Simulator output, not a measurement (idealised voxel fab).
process module | voxel released beams
cross-section cut | 275 nm wide | cells 5 nm
A cross-section is a grid of square cells, given in bands from the top down. A band is one or more rows of cells.
Each band's line starts with the height of the band's top and of its bottom, in nm. Then come its materials from left to right, each with its width in nm. One material with "throughout" fills the band from edge to edge. "air" is empty space.
Height 0 is the level under which the wafer as received is all one material. The lowest band goes on downwards, as in "0 down".
A width such as "30 to 40" changes by the same amount from each row of cells to the next, from the band's top row to its bottom row.
"no change" after a step means that no cell of the cross-section changed.
closed voids: empty space of 8 cells or more with no open way to the top, each as width x height at its distance from the left edge, in nm
after a step's settings: what the simulator itself notes on the step
overlay nm, on a step with a mask: how far to the right of its planned place the mask lay; to the left if negative
plan
1 op RECEIVE | material Si
2 op CONFORMAL_DEP | material SiN | thk nm 5
3 op DIRECTIONAL_DEP | material SiO2 | thk nm 20
4 op MASKED_ETCH | tone open | mask id ANCHOR | width nm 35 | etch materials SiO2 | depth nm 20 | overlay nm 0
5 op CONFORMAL_DEP | material TiN | thk nm 10
6 op MASKED_ETCH | tone cover | mask id BEAM | width nm 85 | etch materials TiN | depth nm 10 | overlay nm 0
7 op STRIP | etch materials SiO2
as received, after step 1
  0 down: Si throughout
  closed voids: none
a wafer at the end: this start, this plan, one mistake
  45 to 35: air 90 | TiN 15 | air 15 | TiN 55 | air 100
  35 to 25: air 95 | TiN 10 | air 15 | TiN 10 | air 145
  25 to 15: air 95 | TiN 35 | air 145
  15 to 0: SiN throughout
  0 down: Si throughout
  closed voids: none
what went wrong: step 2 ran as: op CONFORMAL_DEP | material SiN | thk nm 15
